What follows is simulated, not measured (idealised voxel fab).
Presented below is a process module, voxel released beams.
It is cross-section cut that appears here, measuring 210 nm in width, its square cells being 5 nm in size.
Cross-section, as written here: a square-cell grid given band by band from the top down, where a band holds one or more rows of cells. In this notation a band is specified by the heights of its top and bottom, in that order and in nm, after which its materials appear from left to right, each paired with its width in nm. The word "throughout" attached to a single material means that material fills the band from edge to edge; the word "empty" stands for empty space. Zero point of the height axis is 0; under it, received wafer = one material. Lowest band: continues down indefinitely, "z 0 and below". A two-number width, for instance "30..40", indicates that the width is equal to the first number in the top row of the band and to the second number in the bottom row, and that it changes by a constant amount per row of cells. "stayed the same" means the step left every cell of the cross-section as it was. What "Closed internal cavities" gives you is every empty space of 8 cells or more that is cut off from the top. Each appears as width x height at distance, with the distance taken from the left edge and width, height and distance all in nm. That trailing text on a step's line, after the settings, is the simulator's own remark on the step. You can add "overlay nm" to a step's line. For a step with a mask, it describes how far the mask lay to the right of its planned position, and a negative number describes a lay to the left.
PROCESS STEPS (PLANNED)
1 RECEIVE (material Si)
2 CONFORMAL_DEP (material Al2O3; thk nm 5)
3 DIRECTIONAL_DEP (material SiO2; thk nm 20)
4 DIRECTIONAL_DEP (material aC; thk nm 10)
5 PATTERN (tone open; mask id ANCHOR; material resist; width nm 35; thk nm 25; overlay nm 0)
6 DIRECTIONAL_ETCH (etch materials aC; depth nm 10)
7 STRIP (etch materials resist)
8 DIRECTIONAL_ETCH (etch materials SiO2; depth nm 20)
9 STRIP (etch materials aC)
10 CONFORMAL_DEP (material W; thk nm 10)
11 MASKED_ETCH (tone cover; mask id BEAM; width nm 80; etch materials W; depth nm 10; overlay nm 0)
12 STRIP (etch materials SiO2)
FIRST OF THE TWO WAFERS, RUN PER PLAN
AS-RECEIVED STATE OF THE WAFER IN CROSS-SECTION, EQUIVALENT TO POST-STEP 1
	z 0 and below | Si throughout
	Closed internal cavities: none
WAFER AFTER STEP 2 (CROSS-SECTION)
	z 5 to 0 | Al2O3 throughout
	No changes below 0.
WAFER AFTER STEP 3 (CROSS-SECTION)
	z 25 to 5 | SiO2 throughout
	No changes below 5.
WAFER AFTER STEP 4 (CROSS-SECTION)
	z 35 to 25 | aC throughout
	No changes below 25.
WAFER AFTER STEP 5 (CROSS-SECTION)
	z 60 to 35 | 65 nm resist / 35 nm empty / 110 nm resist
	No changes below 35.
WAFER AFTER STEP 6 (CROSS-SECTION)
	z 50 to 35 | 65 nm resist / 35 nm empty / 110 nm resist
	z 35 to 25 | 65 nm aC / 35 nm empty / 110 nm aC
	No changes below 25.
WAFER AFTER STEP 7 (CROSS-SECTION)
	z 35 to 25 | 65 nm aC / 35 nm empty / 110 nm aC
	No changes below 25.
WAFER AFTER STEP 8 (CROSS-SECTION)
	z 35 to 25 | 65 nm aC / 35 nm empty / 110 nm aC
	z 25 to 5 | 65 nm SiO2 / 35 nm empty / 110 nm SiO2
	No changes below 5.
WAFER AFTER STEP 9 (CROSS-SECTION)
	z 25 to 5 | 65 nm SiO2 / 35 nm empty / 110 nm SiO2
	No changes below 5.
WAFER AFTER STEP 10 (CROSS-SECTION)
	z 35 to 25 | 75 nm W / 15 nm empty / 120 nm W
	z 25 to 15 | 65 nm SiO2 / 10 nm W / 15 nm empty / 10 nm W / 110 nm SiO2
	z 15 to 5 | 65 nm SiO2 / 35 nm W / 110 nm SiO2
	No changes below 5.
WAFER AFTER STEP 11 (CROSS-SECTION)
	z 35 to 25 | 60 nm empty / 15 nm W / 15 nm empty / 50 nm W / 70 nm empty
	No changes below 25.
WAFER AFTER STEP 12 (CROSS-SECTION)
	z 35 to 25 | 60 nm empty / 15 nm W / 15 nm empty / 50 nm W / 70 nm empty
	z 25 to 15 | 65 nm empty / 10 nm W / 15 nm empty / 10 nm W / 110 nm empty
	z 15 to 5 | 65 nm empty / 35 nm W / 110 nm empty
	No changes below 5.
NOW THE OTHER WAFER: SAME START, SAME RECIPE, BUT WE MESSED UP ONE THING WHEN RUNNING IT. UP TO AND INCLUDING STEP 10 IT'S THE SAME AS THE FIRST ONE
CROSS-SECTION, SECOND WAFER, AT THE END TIME THE PLAN GIVES FOR STEP 11
	z 35 to 25 | 65 nm empty / 10 nm W / 15 nm empty / 55 nm W / 65 nm empty
	No changes below 25.
CROSS-SECTION, SECOND WAFER, AT THE END TIME THE PLAN GIVES FOR STEP 12
	z 35 to 25 | 65 nm empty / 10 nm W / 15 nm empty / 55 nm W / 65 nm empty
	z 25 to 15 | 65 nm empty / 10 nm W / 15 nm empty / 10 nm W / 110 nm empty
	z 15 to 5 | 65 nm empty / 35 nm W / 110 nm empty
	No changes below 5.
What broke from the plan during processing? not per plan at step 11, really ran MASKED_ETCH (tone cover; mask id BEAM; width nm 80; etch materials W; depth nm 10; overlay nm 5)
Final state: per-material cell counts identical on both wafers; locations differ.
